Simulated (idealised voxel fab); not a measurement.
The document below concerns the process module designated voxel spacer lines.
Section cut is 250 nm wide and gridded with 5 nm square cells.
In this document a cross-section is written as a grid of square cells. It is given as a series of bands, listed from the top down, and a band is one or more rows of cells.
Band entry format. Leading values: height of top, height of bottom, nm. Remainder: materials in left-to-right order, each with its width in nm. Special words: "all across" on a single material, which then fills the band edge to edge; "blank", empty space.
Height 0 is the level under which the wafer as received is all one material. The lowest band goes on downwards, as in "z 0 and below".
The two numbers in a width such as "30..40" mark its ends across the band: the first belongs to the top row of cells, the second to the bottom row, and from each row to the next the width moves by the same amount.
No cell of the cross-section changed in a step that is given as "no modifications".
This entry, "Trapped voids", enumerates those empty regions of no fewer than 8 cells that possess no open connection to the top. Each region is reported in the form width x height at distance, the distance being taken from the left edge, with all three quantities expressed in nm.
after a step's settings: what the simulator itself notes on the step
Among the settings permitted on a step's line is "overlay nm"; applied to a step with a mask, it specifies the extent to which the mask lay to the right of its planned position, whereas a negative figure signifies a position to the left.
plan:
1. RECEIVE | material Si
2. CONFORMAL_DEP | material Al2O3 | thk nm 10
3. DIRECTIONAL_DEP | material polySi | thk nm 15
4. DIRECTIONAL_DEP | material aC | thk nm 30
5. PATTERN | tone cover | mask id MANDREL | material resist | width nm 20 | pitch nm 70 | thk nm 40 | overlay nm 0
6. DIRECTIONAL_ETCH | etch materials aC | depth nm 30
7. STRIP | etch materials resist
8. CONFORMAL_DEP | material SiN | thk nm 15
9. DIRECTIONAL_ETCH | etch materials SiN | depth nm 15
10. STRIP | etch materials aC
11. DIRECTIONAL_ETCH | etch materials polySi | depth nm 15
12. STRIP | etch materials SiN
13. FILL_DEP | material SiO2 | thk nm 5
14. CMP | height nm 25
Cross-section of the wafer as it came to us, i.e., already through step 1:
- z 0 and below: Si all across
- Trapped voids: none
End-of-module cross-section. Starting structure and process plan as above; one mistake made in running it:
- z 25 to 10: SiO2 70 nm, then polySi 15 nm, then SiO2 20 nm, then polySi 15 nm, then SiO2 20 nm, then polySi 15 nm, then SiO2 20 nm, then polySi 15 nm, then SiO2 60 nm
- z 10 to 0: Al2O3 all across
- z 0 and below: Si all across
- Trapped voids: none
Here's what went sideways: it should be noted that step 5 was executed with settings other than those planned, the operation and settings actually applied being PATTERN | tone cover | mask id MANDREL | material resist | width nm 20 | pitch nm 70 | thk nm 40 | overlay nm 5
